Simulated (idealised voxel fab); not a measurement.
Documented hereafter: the process module known as voxel self aligned vias.
Square cell edge 5 nm, section width 225 nm, ID cut.
We lay out every cross-section as a grid of square cells and spell it out in bands from the top down, where one band means one or more rows of cells. Top, bottom (nm), then materials left to right with widths (nm); lone material tagged "full width" fills the whole band edge to edge; "blank" = empty space. Height datum 0, below which the as-received substrate wafer is one material. Lowest band open at the bottom, running downward: "z 0 and below". The notation "30->40" denotes a width that varies across the rows of cells in the band, beginning at the first number in the top row, finishing at the second number in the bottom row, and changing by an identical amount from each row to the next. "same as before" means the step left every cell of the cross-section as it was. "Closed void table": sealed empty spaces, 8 cells or more, no open way to top, listed width x height at distance, with distance from the left edge and width, height and distance in nm. Post-settings text on a step line: simulator's own remark regarding the step. Regarding "overlay nm": on a step with a mask, it is the distance the mask lay to the right of its planned place; a negative value places it to the left.
Plan:
1 RECEIVE,material Si
2 CONFORMAL_DEP,material SiO2,thk nm 15
3 CONFORMAL_DEP,material SiCN,thk nm 5
4 DIRECTIONAL_DEP,material SiO2,thk nm 25
5 DIRECTIONAL_DEP,material aC,thk nm 10
6 PATTERN,tone open,mask id LINES,material resist,width nm 30,pitch nm 55,thk nm 25,overlay nm 0
7 DIRECTIONAL_ETCH,etch materials aC,depth nm 10
8 STRIP,etch materials resist
9 DIRECTIONAL_ETCH,etch materials SiO2,depth nm 25
10 STRIP,etch materials aC
11 CONFORMAL_DEP,material TiN,thk nm 5
12 FILL_DEP,material Ru,thk nm 10
13 CMP,height nm 45
14 SELECTIVE_ETCH,etch materials W Ru TiN,depth nm 10
15 FILL_DEP,material SiN,thk nm 10
16 CMP,height nm 45
17 DIRECTIONAL_DEP,material SiO2,thk nm 15
18 DIRECTIONAL_DEP,material aC,thk nm 15
19 PATTERN,tone open,mask id VIAS,material resist,width nm 40,thk nm 35,overlay nm 0
20 DIRECTIONAL_ETCH,etch materials aC,depth nm 15
21 STRIP,etch materials resist
22 DIRECTIONAL_ETCH,etch materials SiO2,depth nm 15
23 DIRECTIONAL_ETCH,etch materials SiN,depth nm 10
24 STRIP,etch materials aC
25 CONFORMAL_DEP,material TiN,thk nm 5
26 FILL_DEP,material Ru,thk nm 10
27 CMP,height nm 60
28 CONFORMAL_DEP,material SiN,thk nm 5
First wafer out of two, processed as planned:
Wafer as received: cross-section following step 1:
z 0 and below = Si full width
Closed void table: none
Cross-section: wafer state after step 2:
z 15 to 0 = SiO2 full width
Under the height 0 nothing was changed.
Cross-section: wafer state after step 3:
z 20 to 15 = SiCN full width
Under the height 15 nothing was changed.
Cross-section: wafer state after step 4:
z 45 to 20 = SiO2 full width
Under the height 20 nothing was changed.
Cross-section: wafer state after step 5:
z 55 to 45 = aC full width
Under the height 45 nothing was changed.
Cross-section: wafer state after step 6:
z 80 to 55 = 70 nm resist  30 nm blank  25 nm resist  30 nm blank  70 nm resist
Under the height 55 nothing was changed.
Cross-section: wafer state after step 7:
z 70 to 55 = 70 nm resist  30 nm blank  25 nm resist  30 nm blank  70 nm resist
z 55 to 45 = 70 nm aC  30 nm blank  25 nm aC  30 nm blank  70 nm aC
Under the height 45 nothing was changed.
Cross-section: wafer state after step 8:
z 55 to 45 = 70 nm aC  30 nm blank  25 nm aC  30 nm blank  70 nm aC
Under the height 45 nothing was changed.
Cross-section: wafer state after step 9:
z 55 to 45 = 70 nm aC  30 nm blank  25 nm aC  30 nm blank  70 nm aC
z 45 to 20 = 70 nm SiO2  30 nm blank  25 nm SiO2  30 nm blank  70 nm SiO2
Under the height 20 nothing was changed.
Cross-section: wafer state after step 10:
z 45 to 20 = 70 nm SiO2  30 nm blank  25 nm SiO2  30 nm blank  70 nm SiO2
Under the height 20 nothing was changed.
Cross-section: wafer state after step 11:
z 50 to 45 = 75 nm TiN  20 nm blank  35 nm TiN  20 nm blank  75 nm TiN
z 45 to 25 = 70 nm SiO2  5 nm TiN  20 nm blank  5 nm TiN  25 nm SiO2  5 nm TiN  20 nm blank  5 nm TiN  70 nm SiO2
z 25 to 20 = 70 nm SiO2  30 nm TiN  25 nm SiO2  30 nm TiN  70 nm SiO2
Under the height 20 nothing was changed.
Cross-section: wafer state after step 12:
z 60 to 50 = Ru full width
z 50 to 45 = 75 nm TiN  20 nm Ru  35 nm TiN  20 nm Ru  75 nm TiN
z 45 to 25 = 70 nm SiO2  5 nm TiN  20 nm Ru  5 nm TiN  25 nm SiO2  5 nm TiN  20 nm Ru  5 nm TiN  70 nm SiO2
Under the height 25 nothing was changed.
Cross-section: wafer state after step 13:
z 45 to 25 = 70 nm SiO2  5 nm TiN  20 nm Ru  5 nm TiN  25 nm SiO2  5 nm TiN  20 nm Ru  5 nm TiN  70 nm SiO2
Under the height 25 nothing was changed.
Cross-section: wafer state after step 14:
z 45 to 35 = 70 nm SiO2  30 nm blank  25 nm SiO2  30 nm blank  70 nm SiO2
Under the height 35 nothing was changed.
Cross-section: wafer state after step 15:
z 55 to 45 = SiN full width
z 45 to 35 = 70 nm SiO2  30 nm SiN  25 nm SiO2  30 nm SiN  70 nm SiO2
Under the height 35 nothing was changed.
Cross-section: wafer state after step 16:
z 45 to 35 = 70 nm SiO2  30 nm SiN  25 nm SiO2  30 nm SiN  70 nm SiO2
Under the height 35 nothing was changed.
Cross-section: wafer state after step 17:
z 60 to 45 = SiO2 full width
Under the height 45 nothing was changed.
Cross-section: wafer state after step 18:
z 75 to 60 = aC full width
Under the height 60 nothing was changed.
Cross-section: wafer state after step 19:
z 110 to 75 = 65 nm resist  40 nm blank  120 nm resist
Under the height 75 nothing was changed.
Cross-section: wafer state after step 20:
z 95 to 75 = 65 nm resist  40 nm blank  120 nm resist
z 75 to 60 = 65 nm aC  40 nm blank  120 nm aC
Under the height 60 nothing was changed.
Cross-section: wafer state after step 21:
z 75 to 60 = 65 nm aC  40 nm blank  120 nm aC
Under the height 60 nothing was changed.
Cross-section: wafer state after step 22:
z 75 to 60 = 65 nm aC  40 nm blank  120 nm aC
z 60 to 45 = 65 nm SiO2  40 nm blank  120 nm SiO2
Under the height 45 nothing was changed.
Cross-section: wafer state after step 23:
z 75 to 60 = 65 nm aC  40 nm blank  120 nm aC
z 60 to 45 = 65 nm SiO2  40 nm blank  120 nm SiO2
z 45 to 35 = 70 nm SiO2  30 nm blank  25 nm SiO2  30 nm SiN  70 nm SiO2
Under the height 35 nothing was changed.
Cross-section: wafer state after step 24:
z 60 to 45 = 65 nm SiO2  40 nm blank  120 nm SiO2
Under the height 45 nothing was changed.
Cross-section: wafer state after step 25:
z 65 to 60 = 70 nm TiN  30 nm blank  125 nm TiN
z 60 to 50 = 65 nm SiO2  5 nm TiN  30 nm blank  5 nm TiN  120 nm SiO2
z 50 to 45 = 65 nm SiO2  10 nm TiN  20 nm blank  10 nm TiN  120 nm SiO2
z 45 to 40 = 70 nm SiO2  5 nm TiN  20 nm blank  5 nm TiN  25 nm SiO2  30 nm SiN  70 nm SiO2
z 40 to 35 = 70 nm SiO2  30 nm TiN  25 nm SiO2  30 nm SiN  70 nm SiO2
Under the height 35 nothing was changed.
Cross-section: wafer state after step 26:
z 75 to 65 = Ru full width
z 65 to 60 = 70 nm TiN  30 nm Ru  125 nm TiN
z 60 to 50 = 65 nm SiO2  5 nm TiN  30 nm Ru  5 nm TiN  120 nm SiO2
z 50 to 45 = 65 nm SiO2  10 nm TiN  20 nm Ru  10 nm TiN  120 nm SiO2
z 45 to 40 = 70 nm SiO2  5 nm TiN  20 nm Ru  5 nm TiN  25 nm SiO2  30 nm SiN  70 nm SiO2
Under the height 40 nothing was changed.
Cross-section: wafer state after step 27:
z 60 to 50 = 65 nm SiO2  5 nm TiN  30 nm Ru  5 nm TiN  120 nm SiO2
Under the height 50 nothing was changed.
Cross-section: wafer state after step 28:
z 65 to 60 = SiN full width
Under the height 60 nothing was changed.
Second wafer, same starting conditions and recipe as the first, one mistake in executing it, nothing differs from the first up to and including step 21:
Second wafer cross-section, taken as of the time the plan sets for step 22 to be done:
z 75 to 60 = 65 nm aC  40 nm blank  120 nm aC
z 60 to 45 = 65 nm SiO2  40 nm blank  120 nm SiO2
z 45 to 35 = 65 nm SiO2  5 nm blank  30 nm SiN  5 nm blank  20 nm SiO2  30 nm SiN  70 nm SiO2
z 35 to 30 = 65 nm SiO2  5 nm blank  5 nm TiN  20 nm Ru  5 nm TiN  5 nm blank  20 nm SiO2  5 nm TiN  20 nm Ru  5 nm TiN  70 nm SiO2
Under the height 30 nothing was changed.
Second wafer cross-section, taken as of the time the plan sets for step 23 to be done:
z 75 to 60 = 65 nm aC  40 nm blank  120 nm aC
z 60 to 45 = 65 nm SiO2  40 nm blank  120 nm SiO2
z 45 to 35 = 65 nm SiO2  40 nm blank  20 nm SiO2  30 nm SiN  70 nm SiO2
Under the height 35 nothing was changed.
Second wafer cross-section, taken as of the time the plan sets for step 24 to be done:
z 60 to 45 = 65 nm SiO2  40 nm blank  120 nm SiO2
Under the height 45 nothing was changed.
Second wafer cross-section, taken as of the time the plan sets for step 25 to be done:
z 65 to 60 = 70 nm TiN  30 nm blank  125 nm TiN
z 60 to 45 = 65 nm SiO2  5 nm TiN  30 nm blank  5 nm TiN  120 nm SiO2
z 45 to 40 = 65 nm SiO2  5 nm TiN  30 nm blank  5 nm TiN  20 nm SiO2  30 nm SiN  70 nm SiO2
z 40 to 35 = 65 nm SiO2  40 nm TiN  20 nm SiO2  30 nm SiN  70 nm SiO2
z 35 to 25 = 65->70 nm SiO2  10->5 nm TiN  20 nm Ru  10->5 nm TiN  20->25 nm SiO2  5 nm TiN  20 nm Ru  5 nm TiN  70 nm SiO2
Under the height 25 nothing was changed.
Second wafer cross-section, taken as of the time the plan sets for step 26 to be done:
z 75 to 65 = Ru full width
z 65 to 60 = 70 nm TiN  30 nm Ru  125 nm TiN
z 60 to 45 = 65 nm SiO2  5 nm TiN  30 nm Ru  5 nm TiN  120 nm SiO2
z 45 to 40 = 65 nm SiO2  5 nm TiN  30 nm Ru  5 nm TiN  20 nm SiO2  30 nm SiN  70 nm SiO2
Under the height 40 nothing was changed.
Second wafer cross-section, taken as of the time the plan sets for step 27 to be done:
z 60 to 45 = 65 nm SiO2  5 nm TiN  30 nm Ru  5 nm TiN  120 nm SiO2
Under the height 45 nothing was changed.
Second wafer cross-section, taken as of the time the plan sets for step 28 to be done:
z 65 to 60 = SiN full width
Under the height 60 nothing was changed.
It is concluded that the wafer was processed incorrectly with respect to the plan, in that step 22 of the plan was twice carried out
Wafer comparison, final, in cells, second relative to first, materials more or fewer: 4 more of Ru, 6 fewer of SiO2, 2 more of TiN
